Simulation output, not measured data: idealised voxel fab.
This section sets out a process module, namely voxel double patterning.
Displayed cross-section: cut, width of 185 nm, square cells sized 5 nm.
Throughout this document, each cross-section is represented as a grid of square cells and is presented as a sequence of bands enumerated from the top downward, where a band comprises one or more rows of cells.
It is stipulated that each band's entry specify, in nanometres, the height of the top of the band and then that of its bottom, followed by the materials of the band in left-to-right sequence, each together with its width in nanometres. A single material marked by the word "throughout" is understood to fill the band from edge to edge; the word "blank" is understood to denote empty space.
Counting heights begins at 0, where everything beneath is, in the wafer as received, one material. The lowest band has no bottom; it goes on downwards, as "0 and below" shows.
With a width like "30..40", each row of cells in the band differs from the next by the same amount, the top row carrying the first number and the bottom row the second.
It should be understood that the words "remains unaltered", when stated for a given step, signify that the cross-section underwent no change in any of its cells during that step.
The list in "Closed cavities" covers empty spaces of 8 cells or more that cannot reach the top through any open way, and it gives each as width x height at distance; the distance is from the left edge, and width, height and distance are in nm.
It should be noted that, on the line of a given step, the content following the step's settings is a remark produced by the simulator itself with respect to that step.
overlay nm: on a step with a mask, how far right of its planned place the mask lay; negative means left.

**Steps in the process plan**
- 1: RECEIVE: material Si
- 2: CONFORMAL_DEP: material SiO2, thk nm 5
- 3: DIRECTIONAL_DEP: material TiN, thk nm 15
- 4: DIRECTIONAL_DEP: material SiN, thk nm 10
- 5: DIRECTIONAL_DEP: material aC, thk nm 15
- 6: PATTERN: tone open, mask id FIRST, material resist, width nm 15, pitch nm 50, thk nm 30, overlay nm 0
- 7: DIRECTIONAL_ETCH: etch materials aC, depth nm 15
- 8: STRIP: etch materials resist
- 9: DIRECTIONAL_ETCH: etch materials SiN, depth nm 10
- 10: STRIP: etch materials aC
- 11: PATTERN: tone open, mask id SECOND, material resist, width nm 15, pitch nm 50, thk nm 20, overlay nm 0
- 12: DIRECTIONAL_ETCH: etch materials SiN, depth nm 10
- 13: STRIP: etch materials resist
- 14: DIRECTIONAL_ETCH: etch materials TiN, depth nm 15
- 15: STRIP: etch materials SiN
Where the wafers of this document differ is in the width nm of step 6; they start out the same, and the plan states the value that applied to the first wafer.

**Cross-sectional view of the first of several wafers in the as-received condition, corresponding to the state following step 1**
> 0 and below = Si throughout
> Closed cavities: none

**First of several wafers in cross-section at module end, following the final step, step 15**
> 20 down to 5 = 35 of TiN | 15 of blank | 10 of TiN | 15 of blank | 10 of TiN | 15 of blank | 10 of TiN | 15 of blank | 10 of TiN | 15 of blank | 35 of TiN
> 5 down to 0 = SiO2 throughout
> 0 and below = Si throughout
> Closed cavities: none

**X-section, last wafer, module end**
> 20 down to 5 = 30 of TiN | 45 of blank | 5 of TiN | 45 of blank | 5 of TiN | 30 of blank | 25 of TiN
> 5 down to 0 = SiO2 throughout
> 0 and below = Si throughout
> Closed cavities: none

**Where each wafer stands at the end of the module, a row apiece: cells of each material gained (+) or lost (-) since it was received, then closed voids**
width nm 15, +37 SiO2, +66 TiN, Closed cavities: none
width nm 20, +37 SiO2, +57 TiN, Closed cavities: none
width nm 25, +37 SiO2, +48 TiN, Closed cavities: none
width nm 30, +37 SiO2, +39 TiN, Closed cavities: none
